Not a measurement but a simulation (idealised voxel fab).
The document below concerns the process module designated voxel wiring stack.
The figure presents cross-section cut, which has a width of 255 nm and is divided into square cells with an edge length of 5 nm.
Format of a cross-section: grid, square cells. Given as bands. Order: top down. Band: one or more rows of cells. Basically the band line says how high the top is and how high the bottom is, in nm, and then what's in it from left to right, every material with its width in nm. Empty space shows up as "blank", and if a single material carries "throughout" it runs the full band edge to edge. Zero point of the height axis is 0; under it, received wafer = one material. Lowest band: continues down indefinitely, "0..down". Graded width ("30..40"): value in top row of band = first number; value in bottom row = second number; row-to-row change constant. It should be understood that the words "nothing got changed", when stated for a given step, signify that the cross-section underwent no change in any of its cells during that step. In the "Trapped void list" entry, you get each enclosed empty space of 8 cells or more, one with no open way to the top, written width x height at distance, distance from the left edge, in nm. It should be noted that, on the line of a given step, the content following the step's settings is a remark produced by the simulator itself with respect to that step. Regarding "overlay nm": on a step with a mask, it is the distance the mask lay to the right of its planned place; a negative value places it to the left.
Planned process steps:
1. RECEIVE | material Si
2. CONFORMAL_DEP | material SiO2 | thk nm 15
3. DIRECTIONAL_DEP | material TiN | thk nm 5
4. DIRECTIONAL_DEP | material Ru | thk nm 25
5. MASKED_ETCH | tone cover | mask id METAL_1 | width nm 25 | pitch nm 40 | etch materials Ru | depth nm 25 | overlay nm 0
6. MASKED_ETCH | tone cover | mask id METAL_1 | width nm 25 | pitch nm 40 | etch materials TiN | depth nm 5 | overlay nm 0
7. FILL_DEP | material SiO2 | thk nm 10
8. CMP | height nm 45
9. CONFORMAL_DEP | material SiCN | thk nm 5
10. DIRECTIONAL_DEP | material lowk | thk nm 15
11. PATTERN | tone open | mask id PLUG_1 | material resist | width nm 15 | pitch nm 40 | thk nm 15 | overlay nm 0
12. DIRECTIONAL_ETCH | etch materials lowk | depth nm 15
13. DIRECTIONAL_ETCH | etch materials SiCN | depth nm 5
14. STRIP | etch materials resist
15. EPI | material Ru | thk nm 10
16. EPI | material Ru | thk nm 10
17. DIRECTIONAL_DEP | material TiN | thk nm 5
18. DIRECTIONAL_DEP | material Ru | thk nm 20
19. PATTERN | tone cover | mask id METAL_2 | material resist | width nm 25 | pitch nm 40 | thk nm 20 | overlay nm 0
20. DIRECTIONAL_ETCH | etch materials Ru | depth nm 20
21. DIRECTIONAL_ETCH | etch materials TiN | depth nm 5
22. STRIP | etch materials resist
23. FILL_DEP | material lowk | thk nm 10
24. CMP | height nm 90
25. CONFORMAL_DEP | material SiN | thk nm 5
Wafer as received: cross-section following step 1:
* 0..down = Si throughout
* Trapped void list: none
End-of-module XS, first of two wafers, run as planned:
* 95..90 = SiN throughout
* 90..70 = lowk (95), then Ru (25), then lowk (15), then Ru (25), then lowk (95)
* 70..65 = lowk (95), then TiN (25), then lowk (15), then TiN (25), then lowk (95)
* 65..50 = lowk (95), then Ru (15), then lowk (25), then Ru (15), then lowk (105)
* 50..45 = SiCN (95), then Ru (15), then SiCN (25), then Ru (15), then SiCN (105)
* 45..20 = SiO2 (95), then Ru (25), then SiO2 (15), then Ru (25), then SiO2 (95)
* 20..15 = SiO2 (95), then TiN (25), then SiO2 (15), then TiN (25), then SiO2 (95)
* 15..0 = SiO2 throughout
* 0..down = Si throughout
* Trapped void list: none
End-of-module cross-section of the second wafer: identical starting point and process plan to the first, with one processing mistake:
* 95..90 = SiN throughout
* 90..70 = SiCN (95), then Ru (25), then SiCN (15), then Ru (25), then SiCN (95)
* 70..65 = SiCN (95), then TiN (25), then SiCN (15), then TiN (25), then SiCN (95)
* 65..50 = lowk (95), then Ru (15), then lowk (25), then Ru (15), then lowk (105)
* 50..45 = SiCN (95), then Ru (15), then SiCN (25), then Ru (15), then SiCN (105)
* 45..20 = SiO2 (95), then Ru (25), then SiO2 (15), then Ru (25), then SiO2 (95)
* 20..15 = SiO2 (95), then TiN (25), then SiO2 (15), then TiN (25), then SiO2 (95)
* 15..0 = SiO2 throughout
* 0..down = Si throughout
* Trapped void list: none
In executing the process, a mistake was made relative to the plan: rather than as planned, step 23 actually ran as FILL_DEP | material SiCN | thk nm 10
Final tally in cells, some materials are higher or lower on the second wafer than on the first: +205 SiCN, -205 lowk
